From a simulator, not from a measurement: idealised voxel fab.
This is a process module. Its name is voxel transistor to metal.
Section cut is 145 nm wide and gridded with 5 nm square cells.
A cross-section in this document is a grid of square cells, and it is written down as bands, the top band listed before the ones below it; a band is made up of one or more rows of cells.
Band entry format. Leading values: height of top, height of bottom, nm. Remainder: materials in left-to-right order, each with its width in nm. Special words: "throughout" on a single material, which then fills the band edge to edge; "empty", empty space.
Heights from 0 (as-received wafer is one material below). Bottom band endless downward, as "0 nm and below".
You'd read "30..40" like this: the band's top row of cells is as wide as the first number, its bottom row is as wide as the second, and going down, every row changes width by the same amount as the row before did.
Key: "nothing changed" - step with no changed cell in the cross-section.
Entry "Closed cavities". Content: empty spaces with no open connection to the top, size 8 cells or greater. Each: width x height at distance. Distance: from left edge. Unit: nm.
The remark found on a step's line after its settings is issued by the simulator itself and pertains to that step.
"overlay nm", when on a step's line for a step with a mask, measures how far to the right of its planned place the mask lay; a negative measure means to the left.

### Steps in the process plan
1 RECEIVE (material Si)
2 OXIDIZE (depth nm 5)
3 CONFORMAL_DEP (material SiN; thk nm 10)
4 DIRECTIONAL_DEP (material aC; thk nm 10)
5 PATTERN (tone cover; mask id ACTIVE; material resist; width nm 105; thk nm 30; overlay nm 0)
6 DIRECTIONAL_ETCH (etch materials aC; depth nm 10)
7 STRIP (etch materials resist)
8 DIRECTIONAL_ETCH (etch materials SiN; depth nm 10)
9 DIRECTIONAL_ETCH (etch materials SiO2; depth nm 5)
10 DIRECTIONAL_ETCH (etch materials Si; depth nm 25)
11 STRIP (etch materials aC)
12 FILL_DEP (material SiO2; thk nm 5)
13 CMP (height nm 10)
14 SELECTIVE_ETCH (etch materials SiO2; depth nm 10)
15 STRIP (etch materials SiN)
16 SELECTIVE_ETCH (etch materials SiO2; depth nm 5)
17 OXIDIZE (depth nm 5)
18 DIRECTIONAL_DEP (material polySi; thk nm 30)
19 DIRECTIONAL_DEP (material SiCN; thk nm 10)
20 DIRECTIONAL_DEP (material aC; thk nm 15)
21 PATTERN (tone cover; mask id GATE; material resist; width nm 35; thk nm 30; overlay nm 0)
22 DIRECTIONAL_ETCH (etch materials aC; depth nm 15)
23 STRIP (etch materials resist)
24 DIRECTIONAL_ETCH (etch materials SiCN; depth nm 20)
25 DIRECTIONAL_ETCH (etch materials polySi; depth nm 40)
26 STRIP (etch materials aC)
27 CONFORMAL_DEP (material SiN; thk nm 5)
28 DIRECTIONAL_ETCH (etch materials SiN; depth nm 5)
29 DIRECTIONAL_ETCH (etch materials SiO2; depth nm 5)
30 DIRECTIONAL_ETCH (etch materials Si; depth nm 5)
31 EPI (material SiGe; thk nm 5)
32 FILL_DEP (material SiO2; thk nm 10)
33 CMP (height nm 25)
34 STRIP (etch materials polySi)
35 SELECTIVE_ETCH (etch materials SiO2; depth nm 5)
36 CONFORMAL_DEP (material HfO2; thk nm 5)
37 CONFORMAL_DEP (material TiN; thk nm 5)
38 FILL_DEP (material W; thk nm 5)
39 CMP (height nm 20)
40 DIRECTIONAL_DEP (material SiO2; thk nm 15)
41 DIRECTIONAL_DEP (material aC; thk nm 10)
42 PATTERN (tone open; mask id CONTACT; material resist; width nm 15; pitch nm 80; thk nm 30; overlay nm 0)
43 DIRECTIONAL_ETCH (etch materials aC; depth nm 10)
44 STRIP (etch materials resist)
45 DIRECTIONAL_ETCH (etch materials SiO2; depth nm 45)
46 STRIP (etch materials aC)
47 CONFORMAL_DEP (material TiN; thk nm 5)
48 FILL_DEP (material Ru; thk nm 5)
49 CMP (height nm 35)
50 CONFORMAL_DEP (material SiCN; thk nm 5)
51 DIRECTIONAL_DEP (material SiO2; thk nm 25)
52 MASKED_ETCH (tone open; mask id METAL_1; width nm 15; pitch nm 80; etch materials SiO2; depth nm 25; overlay nm 0)
53 MASKED_ETCH (tone open; mask id METAL_1; width nm 15; pitch nm 80; etch materials SiCN; depth nm 5; overlay nm 0)
54 CONFORMAL_DEP (material TiN; thk nm 5)
55 FILL_DEP (material Ru; thk nm 5)
56 CMP (height nm 65)
57 EPI (material Ru; thk nm 5)
58 FILL_DEP (material SiCN; thk nm 5)

### First of two wafers - as planned

### As-received state of the wafer in cross-section, equivalent to post-step 1
- 0 nm and below = Si throughout
- Closed cavities: none

### Cross-section through the wafer, step 2 finished
- 0 nm to -5 nm = SiO2 throughout
- Unchanged below -5.

### Cross-section through the wafer, step 3 finished
- 10 nm to 0 nm = SiN throughout
- Unchanged below 0.

### Cross-section through the wafer, step 4 finished
- 20 nm to 10 nm = aC throughout
- Unchanged below 10.

### Cross-section through the wafer, step 5 finished
- 50 nm to 20 nm = empty 20  resist 105  empty 20
- Unchanged below 20.

### Cross-section through the wafer, step 6 finished
- 40 nm to 20 nm = empty 20  resist 105  empty 20
- 20 nm to 10 nm = empty 20  aC 105  empty 20
- Unchanged below 10.

### Cross-section through the wafer, step 7 finished
- 20 nm to 10 nm = empty 20  aC 105  empty 20
- Unchanged below 10.

### Cross-section through the wafer, step 8 finished
- 20 nm to 10 nm = empty 20  aC 105  empty 20
- 10 nm to 0 nm = empty 20  SiN 105  empty 20
- Unchanged below 0.

### Cross-section through the wafer, step 9 finished
- 20 nm to 10 nm = empty 20  aC 105  empty 20
- 10 nm to 0 nm = empty 20  SiN 105  empty 20
- 0 nm to -5 nm = empty 20  SiO2 105  empty 20
- Unchanged below -5.

### Cross-section through the wafer, step 10 finished
- 20 nm to 10 nm = empty 20  aC 105  empty 20
- 10 nm to 0 nm = empty 20  SiN 105  empty 20
- 0 nm to -5 nm = empty 20  SiO2 105  empty 20
- -5 nm to -30 nm = empty 20  Si 105  empty 20
- Unchanged below -30.

### Cross-section through the wafer, step 11 finished
- 10 nm to 0 nm = empty 20  SiN 105  empty 20
- Unchanged below 0.

### Cross-section through the wafer, step 12 finished
- 15 nm to 10 nm = SiO2 throughout
- 10 nm to 0 nm = SiO2 20  SiN 105  SiO2 20
- 0 nm to -5 nm = SiO2 throughout
- -5 nm to -30 nm = SiO2 20  Si 105  SiO2 20
- Unchanged below -30.

### Cross-section through the wafer, step 13 finished
- 10 nm to 0 nm = SiO2 20  SiN 105  SiO2 20
- Unchanged below 0.

### Cross-section through the wafer, step 14 finished
- 10 nm to 0 nm = empty 20  SiN 105  empty 20
- Unchanged below 0.

### Cross-section through the wafer, step 15 finished
- 0 nm to -5 nm = SiO2 throughout
- Unchanged below -5.

### Cross-section through the wafer, step 16 finished
- -5 nm to -30 nm = SiO2 20  Si 105  SiO2 20
- Unchanged below -30.

### Cross-section through the wafer, step 17 finished
- -5 nm to -10 nm = SiO2 throughout
- Unchanged below -10.

### Cross-section through the wafer, step 18 finished
- 25 nm to -5 nm = polySi throughout
- Unchanged below -5.

### Cross-section through the wafer, step 19 finished
- 35 nm to 25 nm = SiCN throughout
- Unchanged below 25.

### Cross-section through the wafer, step 20 finished
- 50 nm to 35 nm = aC throughout
- Unchanged below 35.

### Cross-section through the wafer, step 21 finished
- 80 nm to 50 nm = empty 55  resist 35  empty 55
- Unchanged below 50.

### Cross-section through the wafer, step 22 finished
- 65 nm to 50 nm = empty 55  resist 35  empty 55
- 50 nm to 35 nm = empty 55  aC 35  empty 55
- Unchanged below 35.

### Cross-section through the wafer, step 23 finished
- 50 nm to 35 nm = empty 55  aC 35  empty 55
- Unchanged below 35.

### Cross-section through the wafer, step 24 finished
- 50 nm to 35 nm = empty 55  aC 35  empty 55
- 35 nm to 25 nm = empty 55  SiCN 35  empty 55
- Unchanged below 25.

### Cross-section through the wafer, step 25 finished
- 50 nm to 35 nm = empty 55  aC 35  empty 55
- 35 nm to 25 nm = empty 55  SiCN 35  empty 55
- 25 nm to -5 nm = empty 55  polySi 35  empty 55
- Unchanged below -5.

### Cross-section through the wafer, step 26 finished
- 35 nm to 25 nm = empty 55  SiCN 35  empty 55
- Unchanged below 25.

### Cross-section through the wafer, step 27 finished
- 40 nm to 35 nm = empty 50  SiN 45  empty 50
- 35 nm to 25 nm = empty 50  SiN 5  SiCN 35  SiN 5  empty 50
- 25 nm to 0 nm = empty 50  SiN 5  polySi 35  SiN 5  empty 50
- 0 nm to -5 nm = SiN 55  polySi 35  SiN 55
- Unchanged below -5.

### Cross-section through the wafer, step 28 finished
- 35 nm to 25 nm = empty 50  SiN 5  SiCN 35  SiN 5  empty 50
- 25 nm to -5 nm = empty 50  SiN 5  polySi 35  SiN 5  empty 50
- Unchanged below -5.

### Cross-section through the wafer, step 29 finished
- 35 nm to 25 nm = empty 50  SiN 5  SiCN 35  SiN 5  empty 50
- 25 nm to -5 nm = empty 50  SiN 5  polySi 35  SiN 5  empty 50
- -5 nm to -10 nm = empty 50  SiO2 45  empty 50
- Unchanged below -10.

### Cross-section through the wafer, step 30 finished
- 35 nm to 25 nm = empty 50  SiN 5  SiCN 35  SiN 5  empty 50
- 25 nm to -5 nm = empty 50  SiN 5  polySi 35  SiN 5  empty 50
- -5 nm to -10 nm = empty 50  SiO2 45  empty 50
- -10 nm to -15 nm = SiO2 20  empty 30  Si 45  empty 30  SiO2 20
- Unchanged below -15.

### Cross-section through the wafer, step 31 finished
- 35 nm to 25 nm = empty 50  SiN 5  SiCN 35  SiN 5  empty 50
- 25 nm to -5 nm = empty 50  SiN 5  polySi 35  SiN 5  empty 50
- -5 nm to -10 nm = empty 45  SiGe 5  SiO2 45  SiGe 5  empty 45
- -10 nm to -15 nm = SiO2 20  SiGe 30  Si 45  SiGe 30  SiO2 20
- Unchanged below -15.

### Cross-section through the wafer, step 32 finished
- 45 nm to 35 nm = SiO2 throughout
- 35 nm to 25 nm = SiO2 50  SiN 5  SiCN 35  SiN 5  SiO2 50
- 25 nm to -5 nm = SiO2 50  SiN 5  polySi 35  SiN 5  SiO2 50
- -5 nm to -10 nm = SiO2 45  SiGe 5  SiO2 45  SiGe 5  SiO2 45
- Unchanged below -10.

### Cross-section through the wafer, step 33 finished
- 25 nm to -5 nm = SiO2 50  SiN 5  polySi 35  SiN 5  SiO2 50
- Unchanged below -5.

### Cross-section through the wafer, step 34 finished
- 25 nm to -5 nm = SiO2 50  SiN 5  empty 35  SiN 5  SiO2 50
- Unchanged below -5.

### Cross-section through the wafer, step 35 finished
- 25 nm to 20 nm = empty 50  SiN 5  empty 35  SiN 5  empty 50
- 20 nm to -5 nm = SiO2 50  SiN 5  empty 35  SiN 5  SiO2 50
- -5 nm to -10 nm = SiO2 45  SiGe 5  empty 45  SiGe 5  SiO2 45
- Unchanged below -10.

### Cross-section through the wafer, step 36 finished
- 30 nm to 25 nm = empty 45  HfO2 15  empty 25  HfO2 15  empty 45
- 25 nm to 20 nm = HfO2 50  SiN 5  HfO2 5  empty 25  HfO2 5  SiN 5  HfO2 50
- 20 nm to -5 nm = SiO2 50  SiN 5  HfO2 5  empty 25  HfO2 5  SiN 5  SiO2 50
- -5 nm to -10 nm = SiO2 45  SiGe 5  HfO2 45  SiGe 5  SiO2 45
- Unchanged below -10.

### Cross-section through the wafer, step 37 finished
- 35 nm to 30 nm = empty 40  TiN 25  empty 15  TiN 25  empty 40
- 30 nm to 25 nm = TiN 45  HfO2 15  TiN 5  empty 15  TiN 5  HfO2 15  TiN 45
- 25 nm to 20 nm = HfO2 50  SiN 5  HfO2 5  TiN 5  empty 15  TiN 5  HfO2 5  SiN 5  HfO2 50
- 20 nm to 0 nm = SiO2 50  SiN 5  HfO2 5  TiN 5  empty 15  TiN 5  HfO2 5  SiN 5  SiO2 50
- 0 nm to -5 nm = SiO2 50  SiN 5  HfO2 5  TiN 25  HfO2 5  SiN 5  SiO2 50
- Unchanged below -5.

### Cross-section through the wafer, step 38 finished
- 40 nm to 35 nm = W throughout
- 35 nm to 30 nm = W 40  TiN 25  W 15  TiN 25  W 40
- 30 nm to 25 nm = TiN 45  HfO2 15  TiN 5  W 15  TiN 5  HfO2 15  TiN 45
- 25 nm to 20 nm = HfO2 50  SiN 5  HfO2 5  TiN 5  W 15  TiN 5  HfO2 5  SiN 5  HfO2 50
- 20 nm to 0 nm = SiO2 50  SiN 5  HfO2 5  TiN 5  W 15  TiN 5  HfO2 5  SiN 5  SiO2 50
- Unchanged below 0.

### Cross-section through the wafer, step 39 finished
- 20 nm to 0 nm = SiO2 50  SiN 5  HfO2 5  TiN 5  W 15  TiN 5  HfO2 5  SiN 5  SiO2 50
- Unchanged below 0.

### Cross-section through the wafer, step 40 finished
- 35 nm to 20 nm = SiO2 throughout
- Unchanged below 20.

### Cross-section through the wafer, step 41 finished
- 45 nm to 35 nm = aC throughout
- Unchanged below 35.

### Cross-section through the wafer, step 42 finished
- 75 nm to 45 nm = resist 25  empty 15  resist 65  empty 15  resist 25
- Unchanged below 45.

### Cross-section through the wafer, step 43 finished
- 65 nm to 45 nm = resist 25  empty 15  resist 65  empty 15  resist 25
- 45 nm to 35 nm = aC 25  empty 15  aC 65  empty 15  aC 25
- Unchanged below 35.

### Cross-section through the wafer, step 44 finished
- 45 nm to 35 nm = aC 25  empty 15  aC 65  empty 15  aC 25
- Unchanged below 35.

### Cross-section through the wafer, step 45 finished
- 45 nm to 35 nm = aC 25  empty 15  aC 65  empty 15  aC 25
- 35 nm to 20 nm = SiO2 25  empty 15  SiO2 65  empty 15  SiO2 25
- 20 nm to 0 nm = SiO2 25  empty 15  SiO2 10  SiN 5  HfO2 5  TiN 5  W 15  TiN 5  HfO2 5  SiN 5  SiO2 10  empty 15  SiO2 25
- 0 nm to -5 nm = SiO2 25  empty 15  SiO2 10  SiN 5  HfO2 5  TiN 25  HfO2 5  SiN 5  SiO2 10  empty 15  SiO2 25
- -5 nm to -10 nm = SiO2 25  empty 15  SiO2 5  SiGe 5  HfO2 45  SiGe 5  SiO2 5  empty 15  SiO2 25
- Unchanged below -10.

### Cross-section through the wafer, step 46 finished
- 35 nm to 20 nm = SiO2 25  empty 15  SiO2 65  empty 15  SiO2 25
- Unchanged below 20.

### Cross-section through the wafer, step 47 finished
- 40 nm to 35 nm = TiN 30  empty 5  TiN 75  empty 5  TiN 30
- 35 nm to 20 nm = SiO2 25  TiN 5  empty 5  TiN 5  SiO2 65  TiN 5  empty 5  TiN 5  SiO2 25
- 20 nm to 0 nm = SiO2 25  TiN 5  empty 5  TiN 5  SiO2 10  SiN 5  HfO2 5  TiN 5  W 15  TiN 5  HfO2 5  SiN 5  SiO2 10  TiN 5  empty 5  TiN 5  SiO2 25
- 0 nm to -5 nm = SiO2 25  TiN 5  empty 5  TiN 5  SiO2 10  SiN 5  HfO2 5  TiN 25  HfO2 5  SiN 5  SiO2 10  TiN 5  empty 5  TiN 5  SiO2 25
- -5 nm to -10 nm = SiO2 25  TiN 15  SiO2 5  SiGe 5  HfO2 45  SiGe 5  SiO2 5  TiN 15  SiO2 25
- Unchanged below -10.

### Cross-section through the wafer, step 48 finished
- 45 nm to 40 nm = Ru throughout
- 40 nm to 35 nm = TiN 30  Ru 5  TiN 75  Ru 5  TiN 30
- 35 nm to 20 nm = SiO2 25  TiN 5  Ru 5  TiN 5  SiO2 65  TiN 5  Ru 5  TiN 5  SiO2 25
- 20 nm to 0 nm = SiO2 25  TiN 5  Ru 5  TiN 5  SiO2 10  SiN 5  HfO2 5  TiN 5  W 15  TiN 5  HfO2 5  SiN 5  SiO2 10  TiN 5  Ru 5  TiN 5  SiO2 25
- 0 nm to -5 nm = SiO2 25  TiN 5  Ru 5  TiN 5  SiO2 10  SiN 5  HfO2 5  TiN 25  HfO2 5  SiN 5  SiO2 10  TiN 5  Ru 5  TiN 5  SiO2 25
- Unchanged below -5.

### Cross-section through the wafer, step 49 finished
- 35 nm to 20 nm = SiO2 25  TiN 5  Ru 5  TiN 5  SiO2 65  TiN 5  Ru 5  TiN 5  SiO2 25
- Unchanged below 20.

### Cross-section through the wafer, step 50 finished
- 40 nm to 35 nm = SiCN throughout
- Unchanged below 35.

### Cross-section through the wafer, step 51 finished
- 65 nm to 40 nm = SiO2 throughout
- Unchanged below 40.

### Cross-section through the wafer, step 52 finished
- 65 nm to 40 nm = SiO2 25  empty 15  SiO2 65  empty 15  SiO2 25
- Unchanged below 40.

### Cross-section through the wafer, step 53 finished
- 65 nm to 40 nm = SiO2 25  empty 15  SiO2 65  empty 15  SiO2 25
- 40 nm to 35 nm = SiCN 25  empty 15  SiCN 65  empty 15  SiCN 25
- Unchanged below 35.

### Cross-section through the wafer, step 54 finished
- 70 nm to 65 nm = TiN 30  empty 5  TiN 75  empty 5  TiN 30
- 65 nm to 40 nm = SiO2 25  TiN 5  empty 5  TiN 5  SiO2 65  TiN 5  empty 5  TiN 5  SiO2 25
- 40 nm to 35 nm = SiCN 25  TiN 15  SiCN 65  TiN 15  SiCN 25
- Unchanged below 35.

### Cross-section through the wafer, step 55 finished
- 75 nm to 70 nm = Ru throughout
- 70 nm to 65 nm = TiN 30  Ru 5  TiN 75  Ru 5  TiN 30
- 65 nm to 40 nm = SiO2 25  TiN 5  Ru 5  TiN 5  SiO2 65  TiN 5  Ru 5  TiN 5  SiO2 25
- Unchanged below 40.

### Cross-section through the wafer, step 56 finished
- 65 nm to 40 nm = SiO2 25  TiN 5  Ru 5  TiN 5  SiO2 65  TiN 5  Ru 5  TiN 5  SiO2 25
- Unchanged below 40.

### Cross-section through the wafer, step 57 finished
- 70 nm to 65 nm = empty 20  Ru 25  empty 55  Ru 25  empty 20
- Unchanged below 65.

### Cross-section through the wafer, step 58 finished
- 75 nm to 70 nm = SiCN throughout
- 70 nm to 65 nm = SiCN 20  Ru 25  SiCN 55  Ru 25  SiCN 20
- Unchanged below 65.

### Here the second wafer is described. Its start and its plan were those of the first wafer. Its run contained one mistake. Up to and including step 35, it did exactly what the first wafer did

### when step 36 should have ended
- 30 nm to 25 nm = empty 45  TiN 15  empty 25  TiN 15  empty 45
- 25 nm to 20 nm = TiN 50  SiN 5  TiN 5  empty 25  TiN 5  SiN 5  TiN 50
- 20 nm to -5 nm = SiO2 50  SiN 5  TiN 5  empty 25  TiN 5  SiN 5  SiO2 50
- -5 nm to -10 nm = SiO2 45  SiGe 5  TiN 45  SiGe 5  SiO2 45
- Unchanged below -10.

### when step 37 should have ended
- 35 nm to 30 nm = empty 40  HfO2 25  empty 15  HfO2 25  empty 40
- 30 nm to 25 nm = HfO2 45  TiN 15  HfO2 5  empty 15  HfO2 5  TiN 15  HfO2 45
- 25 nm to 20 nm = TiN 50  SiN 5  TiN 5  HfO2 5  empty 15  HfO2 5  TiN 5  SiN 5  TiN 50
- 20 nm to 0 nm = SiO2 50  SiN 5  TiN 5  HfO2 5  empty 15  HfO2 5  TiN 5  SiN 5  SiO2 50
- 0 nm to -5 nm = SiO2 50  SiN 5  TiN 5  HfO2 25  TiN 5  SiN 5  SiO2 50
- Unchanged below -5.

### when step 38 should have ended
- 40 nm to 35 nm = W throughout
- 35 nm to 30 nm = W 40  HfO2 25  W 15  HfO2 25  W 40
- 30 nm to 25 nm = HfO2 45  TiN 15  HfO2 5  W 15  HfO2 5  TiN 15  HfO2 45
- 25 nm to 20 nm = TiN 50  SiN 5  TiN 5  HfO2 5  W 15  HfO2 5  TiN 5  SiN 5  TiN 50
- 20 nm to 0 nm = SiO2 50  SiN 5  TiN 5  HfO2 5  W 15  HfO2 5  TiN 5  SiN 5  SiO2 50
- Unchanged below 0.

### when step 39 should have ended
- 20 nm to 0 nm = SiO2 50  SiN 5  TiN 5  HfO2 5  W 15  HfO2 5  TiN 5  SiN 5  SiO2 50
- Unchanged below 0.

### when step 40 should have ended
- 35 nm to 20 nm = SiO2 throughout
- Unchanged below 20.

### when step 41 should have ended
- 45 nm to 35 nm = aC throughout
- Unchanged below 35.

### when step 42 should have ended
- 75 nm to 45 nm = resist 25  empty 15  resist 65  empty 15  resist 25
- Unchanged below 45.

### when step 43 should have ended
- 65 nm to 45 nm = resist 25  empty 15  resist 65  empty 15  resist 25
- 45 nm to 35 nm = aC 25  empty 15  aC 65  empty 15  aC 25
- Unchanged below 35.

### when step 44 should have ended
- 45 nm to 35 nm = aC 25  empty 15  aC 65  empty 15  aC 25
- Unchanged below 35.

### when step 45 should have ended
- 45 nm to 35 nm = aC 25  empty 15  aC 65  empty 15  aC 25
- 35 nm to 20 nm = SiO2 25  empty 15  SiO2 65  empty 15  SiO2 25
- 20 nm to 0 nm = SiO2 25  empty 15  SiO2 10  SiN 5  TiN 5  HfO2 5  W 15  HfO2 5  TiN 5  SiN 5  SiO2 10  empty 15  SiO2 25
- 0 nm to -5 nm = SiO2 25  empty 15  SiO2 10  SiN 5  TiN 5  HfO2 25  TiN 5  SiN 5  SiO2 10  empty 15  SiO2 25
- -5 nm to -10 nm = SiO2 25  empty 15  SiO2 5  SiGe 5  TiN 45  SiGe 5  SiO2 5  empty 15  SiO2 25
- Unchanged below -10.

### when step 46 should have ended
- 35 nm to 20 nm = SiO2 25  empty 15  SiO2 65  empty 15  SiO2 25
- Unchanged below 20.

### when step 47 should have ended
- 40 nm to 35 nm = TiN 30  empty 5  TiN 75  empty 5  TiN 30
- 35 nm to 20 nm = SiO2 25  TiN 5  empty 5  TiN 5  SiO2 65  TiN 5  empty 5  TiN 5  SiO2 25
- 20 nm to 0 nm = SiO2 25  TiN 5  empty 5  TiN 5  SiO2 10  SiN 5  TiN 5  HfO2 5  W 15  HfO2 5  TiN 5  SiN 5  SiO2 10  TiN 5  empty 5  TiN 5  SiO2 25
- 0 nm to -5 nm = SiO2 25  TiN 5  empty 5  TiN 5  SiO2 10  SiN 5  TiN 5  HfO2 25  TiN 5  SiN 5  SiO2 10  TiN 5  empty 5  TiN 5  SiO2 25
- -5 nm to -10 nm = SiO2 25  TiN 15  SiO2 5  SiGe 5  TiN 45  SiGe 5  SiO2 5  TiN 15  SiO2 25
- Unchanged below -10.

### when step 48 should have ended
- 45 nm to 40 nm = Ru throughout
- 40 nm to 35 nm = TiN 30  Ru 5  TiN 75  Ru 5  TiN 30
- 35 nm to 20 nm = SiO2 25  TiN 5  Ru 5  TiN 5  SiO2 65  TiN 5  Ru 5  TiN 5  SiO2 25
- 20 nm to 0 nm = SiO2 25  TiN 5  Ru 5  TiN 5  SiO2 10  SiN 5  TiN 5  HfO2 5  W 15  HfO2 5  TiN 5  SiN 5  SiO2 10  TiN 5  Ru 5  TiN 5  SiO2 25
- 0 nm to -5 nm = SiO2 25  TiN 5  Ru 5  TiN 5  SiO2 10  SiN 5  TiN 5  HfO2 25  TiN 5  SiN 5  SiO2 10  TiN 5  Ru 5  TiN 5  SiO2 25
- Unchanged below -5.

### when step 49 should have ended
- 35 nm to 20 nm = SiO2 25  TiN 5  Ru 5  TiN 5  SiO2 65  TiN 5  Ru 5  TiN 5  SiO2 25
- Unchanged below 20.

### when step 50 should have ended
- 40 nm to 35 nm = SiCN throughout
- Unchanged below 35.

### when step 51 should have ended
- 65 nm to 40 nm = SiO2 throughout
- Unchanged below 40.

### when step 52 should have ended
- 65 nm to 40 nm = SiO2 25  empty 15  SiO2 65  empty 15  SiO2 25
- Unchanged below 40.

### when step 53 should have ended
- 65 nm to 40 nm = SiO2 25  empty 15  SiO2 65  empty 15  SiO2 25
- 40 nm to 35 nm = SiCN 25  empty 15  SiCN 65  empty 15  SiCN 25
- Unchanged below 35.

### when step 54 should have ended
- 70 nm to 65 nm = TiN 30  empty 5  TiN 75  empty 5  TiN 30
- 65 nm to 40 nm = SiO2 25  TiN 5  empty 5  TiN 5  SiO2 65  TiN 5  empty 5  TiN 5  SiO2 25
- 40 nm to 35 nm = SiCN 25  TiN 15  SiCN 65  TiN 15  SiCN 25
- Unchanged below 35.

### when step 55 should have ended
- 75 nm to 70 nm = Ru throughout
- 70 nm to 65 nm = TiN 30  Ru 5  TiN 75  Ru 5  TiN 30
- 65 nm to 40 nm = SiO2 25  TiN 5  Ru 5  TiN 5  SiO2 65  TiN 5  Ru 5  TiN 5  SiO2 25
- Unchanged below 40.

### when step 56 should have ended
- 65 nm to 40 nm = SiO2 25  TiN 5  Ru 5  TiN 5  SiO2 65  TiN 5  Ru 5  TiN 5  SiO2 25
- Unchanged below 40.

### when step 57 should have ended
- 70 nm to 65 nm = empty 20  Ru 25  empty 55  Ru 25  empty 20
- Unchanged below 65.

### when step 58 should have ended
- 75 nm to 70 nm = SiCN throughout
- 70 nm to 65 nm = SiCN 20  Ru 25  SiCN 55  Ru 25  SiCN 20
- Unchanged below 65.
Run error: order of steps 36 and 37 inverted relative to the plan
Looking at both finished wafers in cells, the second ends up ahead of or behind the first on some materials: -6 HfO2 | +6 TiN
